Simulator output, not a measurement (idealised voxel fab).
Name of the process module below: voxel fin reveal
Each square cell in cross-section cut measures 5 nm, and the section as a whole is 230 nm wide.
Think of the cross-section as a grid of square cells. We describe it in bands, top to bottom, and each band covers one or more rows of those cells.
Within each band entry, the heights of the top and of the bottom of the band appear first, in that order and in nm; the materials of the band then follow from left to right, each with its corresponding width in nm. The designation "edge to edge" on a single material indicates that it fills the band from edge to edge; the designation "blank" indicates empty space.
Measure heights from 0. That's the level where, below it, the as-received wafer is all one material. The lowest band is bottomless and extends downward; write it as in "0..down".
Width "30 to 40": first value at the band's top row of cells, second value at its bottom row, equal change from row to row.
"no alteration" for a step: no cell of the cross-section changed in that step.
Empty spaces without an open route to the top, at least 8 cells in extent, make up the entry "Sealed internal voids"; each is given as width x height at distance, where the distance is measured from the left edge, and all are in nm.
Note: text after step settings on the step line = simulator remark on that step.
The line of a step may include "overlay nm". On a step with a mask, this value is how far to the right of its planned place the mask lay. A negative value means the mask lay to the left.
## Set out below are the planned steps of the process
1,RECEIVE,material Si
2,CONFORMAL_DEP,material SiN,thk nm 5
3,DIRECTIONAL_DEP,material aC,thk nm 10
4,PATTERN,tone cover,mask id FINS,material resist,width nm 15,pitch nm 40,thk nm 25,overlay nm 0
5,DIRECTIONAL_ETCH,etch materials aC,depth nm 10
6,STRIP,etch materials resist
7,DIRECTIONAL_ETCH,etch materials SiN,depth nm 5
8,DIRECTIONAL_ETCH,etch materials Si,depth nm 30
9,STRIP,etch materials aC
10,OXIDIZE,depth nm 5
11,FILL_DEP,material SiO2,thk nm 10
12,CMP,height nm 5
13,SELECTIVE_ETCH,etch materials SiO2,depth nm 15
14,STRIP,etch materials SiN
15,CONFORMAL_DEP,material HfO2,thk nm 5
## The first wafer of two, processed as planned
## Delivered wafer in cross-section: state after step 1
  0..down | Si edge to edge
  Sealed internal voids: none
## The wafer in cross-section once step 2 is complete
  5..0 | SiN edge to edge
  Beneath the level 0, the cross-section is identical to its previous state.
## The wafer in cross-section once step 3 is complete
  15..5 | aC edge to edge
  Beneath the level 5, the cross-section is identical to its previous state.
## The wafer in cross-section once step 4 is complete
  40..15 | 85 nm blank; 15 nm resist; 25 nm blank; 15 nm resist; 90 nm blank
  Beneath the level 15, the cross-section is identical to its previous state.
## The wafer in cross-section once step 5 is complete
  30..15 | 85 nm blank; 15 nm resist; 25 nm blank; 15 nm resist; 90 nm blank
  15..5 | 85 nm blank; 15 nm aC; 25 nm blank; 15 nm aC; 90 nm blank
  Beneath the level 5, the cross-section is identical to its previous state.
## The wafer in cross-section once step 6 is complete
  15..5 | 85 nm blank; 15 nm aC; 25 nm blank; 15 nm aC; 90 nm blank
  Beneath the level 5, the cross-section is identical to its previous state.
## The wafer in cross-section once step 7 is complete
  15..5 | 85 nm blank; 15 nm aC; 25 nm blank; 15 nm aC; 90 nm blank
  5..0 | 85 nm blank; 15 nm SiN; 25 nm blank; 15 nm SiN; 90 nm blank
  Beneath the level 0, the cross-section is identical to its previous state.
## The wafer in cross-section once step 8 is complete
  15..5 | 85 nm blank; 15 nm aC; 25 nm blank; 15 nm aC; 90 nm blank
  5..0 | 85 nm blank; 15 nm SiN; 25 nm blank; 15 nm SiN; 90 nm blank
  0..-30 | 85 nm blank; 15 nm Si; 25 nm blank; 15 nm Si; 90 nm blank
  Beneath the level -30, the cross-section is identical to its previous state.
## The wafer in cross-section once step 9 is complete
  5..0 | 85 nm blank; 15 nm SiN; 25 nm blank; 15 nm SiN; 90 nm blank
  Beneath the level 0, the cross-section is identical to its previous state.
## The wafer in cross-section once step 10 is complete
  5..0 | 85 nm blank; 15 nm SiN; 25 nm blank; 15 nm SiN; 90 nm blank
  0..-30 | 85 nm blank; 5 nm SiO2; 5 nm Si; 5 nm SiO2; 25 nm blank; 5 nm SiO2; 5 nm Si; 5 nm SiO2; 90 nm blank
  -30..-35 | 90 nm SiO2; 5 nm Si; 35 nm SiO2; 5 nm Si; 95 nm SiO2
  Beneath the level -35, the cross-section is identical to its previous state.
## The wafer in cross-section once step 11 is complete
  15..5 | SiO2 edge to edge
  5..0 | 85 nm SiO2; 15 nm SiN; 25 nm SiO2; 15 nm SiN; 90 nm SiO2
  0..-35 | 90 nm SiO2; 5 nm Si; 35 nm SiO2; 5 nm Si; 95 nm SiO2
  Beneath the level -35, the cross-section is identical to its previous state.
## The wafer in cross-section once step 12 is complete
  5..0 | 85 nm SiO2; 15 nm SiN; 25 nm SiO2; 15 nm SiN; 90 nm SiO2
  Beneath the level 0, the cross-section is identical to its previous state.
## The wafer in cross-section once step 13 is complete
  5..0 | 85 nm blank; 15 nm SiN; 25 nm blank; 15 nm SiN; 90 nm blank
  0..-10 | 90 nm blank; 5 nm Si; 35 nm blank; 5 nm Si; 95 nm blank
  Beneath the level -10, the cross-section is identical to its previous state.
## The wafer in cross-section once step 14 is complete
  0..-10 | 90 nm blank; 5 nm Si; 35 nm blank; 5 nm Si; 95 nm blank
  Beneath the level -10, the cross-section is identical to its previous state.
## The wafer in cross-section once step 15 is complete
  5..0 | 85 nm blank; 15 nm HfO2; 25 nm blank; 15 nm HfO2; 90 nm blank
  0..-5 | 85 nm blank; 5 nm HfO2; 5 nm Si; 5 nm HfO2; 25 nm blank; 5 nm HfO2; 5 nm Si; 5 nm HfO2; 90 nm blank
  -5..-10 | 90 nm HfO2; 5 nm Si; 35 nm HfO2; 5 nm Si; 95 nm HfO2
  Beneath the level -10, the cross-section is identical to its previous state.
## Okay, second wafer. Nothing different at the start, nothing different in the plan, just one mistake somewhere in the running. As far as step 13, counting that step, it's the first wafer all over again
## Second wafer cross-section, taken as of the time the plan sets for step 14 to be done
  5..0 | 85 nm blank; 15 nm SiN; 25 nm blank; 15 nm SiN; 90 nm blank
  0..-35 | 90 nm blank; 5 nm Si; 35 nm blank; 5 nm Si; 95 nm blank
  Beneath the level -35, the cross-section is identical to its previous state.
## Second wafer cross-section, taken as of the time the plan sets for step 15 to be done
  10..5 | 80 nm blank; 25 nm HfO2; 15 nm blank; 25 nm HfO2; 85 nm blank
  5..0 | 80 nm blank; 5 nm HfO2; 15 nm SiN; 5 nm HfO2; 15 nm blank; 5 nm HfO2; 15 nm SiN; 5 nm HfO2; 85 nm blank
  0..-5 | 80 nm blank; 10 nm HfO2; 5 nm Si; 10 nm HfO2; 15 nm blank; 10 nm HfO2; 5 nm Si; 10 nm HfO2; 85 nm blank
  -5..-30 | 85 nm blank; 5 nm HfO2; 5 nm Si; 5 nm HfO2; 25 nm blank; 5 nm HfO2; 5 nm Si; 5 nm HfO2; 90 nm blank
  -30..-35 | 90 nm HfO2; 5 nm Si; 35 nm HfO2; 5 nm Si; 95 nm HfO2
  Beneath the level -35, the cross-section is identical to its previous state.
What was the processing mistake? so step 14 ended up running with a different setting than we planned, it ran as STRIP,etch materials SiO2
Per the end-of-run cell counts, the second wafer holds more or fewer of some materials than the first: +32 HfO2; +6 SiN; -220 SiO2
